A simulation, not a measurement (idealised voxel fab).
Module name: voxel gate over fins (process module)
This is section cut - it's 260 nm across, gridded in 5 nm square cells.
Each cross-section below is a grid of square cells, stated as bands in top-down order, with one or more rows of cells making up each band. A band entry consists of two parts. The first gives the height of the band's top and the height of its bottom, in nm. The rest lists the band's materials from left to right, each with its width in nm. A single material labelled with the word "full width" fills the band from edge to edge, and the word "empty" marks empty space. Heights are expressed relative to 0, this being the level below which the as-received wafer comprises one material exclusively. The lowest band is unbounded in the downward direction and is denoted as in "0 -> down". With a width like "30->40", each row of cells in the band differs from the next by the same amount, the top row carrying the first number and the bottom row the second. "remained the same" -> step changed no cross-section cell. So "Trapped voids" is basically the list of trapped voids: any empty space of 8 cells or more that can't reach the top through an opening. They're written width x height at distance, the distance being from the left edge, and it's all nm. Text after the settings on a step's line: the simulator's own remark on that step. overlay nm: right-of-plan distance of the mask on a masked step; negative values mean left-of-plan.

### Steps planned for the process
1 RECEIVE [material Si]
2 CONFORMAL_DEP [material SiN] [thk nm 5]
3 DIRECTIONAL_DEP [material aC] [thk nm 15]
4 PATTERN [tone cover] [mask id FINS] [material resist] [width nm 15] [pitch nm 40] [thk nm 30] [overlay nm 0]
5 DIRECTIONAL_ETCH [etch materials aC] [depth nm 15]
6 STRIP [etch materials resist]
7 DIRECTIONAL_ETCH [etch materials SiN] [depth nm 5]
8 DIRECTIONAL_ETCH [etch materials Si] [depth nm 35]
9 STRIP [etch materials aC]
10 OXIDIZE [depth nm 5]
11 FILL_DEP [material SiO2] [thk nm 10]
12 CMP [height nm 5]
13 SELECTIVE_ETCH [etch materials SiO2] [depth nm 15]
14 STRIP [etch materials SiN]
15 CONFORMAL_DEP [material HfO2] [thk nm 5]
16 CONFORMAL_DEP [material TiN] [thk nm 5]
17 FILL_DEP [material W] [thk nm 15]
18 CMP [height nm 20]
19 CONFORMAL_DEP [material SiCN] [thk nm 10]
Across this set of wafers, the varied parameter is the width nm of step 4. Starting conditions are identical for every wafer, and the plan reports the value assigned to the first wafer.

### first wafer as received, after step 1
> 0 -> down | Si full width
> Trapped voids: none

### first wafer at the end, after step 19
> 30 -> 20 | SiCN full width
> 20 -> 10 | W full width
> 10 -> 5 | W: 55 / TiN: 25 / W: 15 / TiN: 25 / W: 15 / TiN: 25 / W: 15 / TiN: 25 / W: 60
> 5 -> 0 | W: 55 / TiN: 5 / HfO2: 15 / TiN: 5 / W: 15 / TiN: 5 / HfO2: 15 / TiN: 5 / W: 15 / TiN: 5 / HfO2: 15 / TiN: 5 / W: 15 / TiN: 5 / HfO2: 15 / TiN: 5 / W: 60
> 0 -> -5 | TiN: 60 / HfO2: 5 / Si: 5 / HfO2: 5 / TiN: 25 / HfO2: 5 / Si: 5 / HfO2: 5 / TiN: 25 / HfO2: 5 / Si: 5 / HfO2: 5 / TiN: 25 / HfO2: 5 / Si: 5 / HfO2: 5 / TiN: 65
> -5 -> -10 | HfO2: 65 / Si: 5 / HfO2: 35 / Si: 5 / HfO2: 35 / Si: 5 / HfO2: 35 / Si: 5 / HfO2: 70
> -10 -> -40 | SiO2: 65 / Si: 5 / SiO2: 35 / Si: 5 / SiO2: 35 / Si: 5 / SiO2: 35 / Si: 5 / SiO2: 70
> -40 -> down | Si full width
> Trapped voids: none

### Cross-sectional view of the final wafer of several at the module's end
> 30 -> 20 | SiCN full width
> 20 -> 10 | W full width
> 10 -> 5 | W: 50 / TiN: 35 / W: 5 / TiN: 35 / W: 5 / TiN: 35 / W: 5 / TiN: 35 / W: 55
> 5 -> 0 | W: 50 / TiN: 5 / HfO2: 25 / TiN: 5 / W: 5 / TiN: 5 / HfO2: 25 / TiN: 5 / W: 5 / TiN: 5 / HfO2: 25 / TiN: 5 / W: 5 / TiN: 5 / HfO2: 25 / TiN: 5 / W: 55
> 0 -> -5 | TiN: 55 / HfO2: 5 / Si: 15 / HfO2: 5 / TiN: 15 / HfO2: 5 / Si: 15 / HfO2: 5 / TiN: 15 / HfO2: 5 / Si: 15 / HfO2: 5 / TiN: 15 / HfO2: 5 / Si: 15 / HfO2: 5 / TiN: 60
> -5 -> -10 | HfO2: 60 / Si: 15 / HfO2: 25 / Si: 15 / HfO2: 25 / Si: 15 / HfO2: 25 / Si: 15 / HfO2: 65
> -10 -> -40 | SiO2: 60 / Si: 15 / SiO2: 25 / Si: 15 / SiO2: 25 / Si: 15 / SiO2: 25 / Si: 15 / SiO2: 65
> -40 -> down | Si full width
> Trapped voids: none

### Note: the following table is arranged by wafer, a row apiece. Each row reports the end-of-module state: per material, cells gained (+) or cells lost (-) compared with the wafer as received; closed voids follow
width nm 15 | +68 HfO2 | -384 Si | +104 SiCN | +288 SiO2 | +68 TiN | +168 W | Trapped voids: none
width nm 20 | +68 HfO2 | -352 Si | +104 SiCN | +264 SiO2 | +68 TiN | +160 W | Trapped voids: none
width nm 25 | +68 HfO2 | -320 Si | +104 SiCN | +240 SiO2 | +68 TiN | +152 W | Trapped voids: none
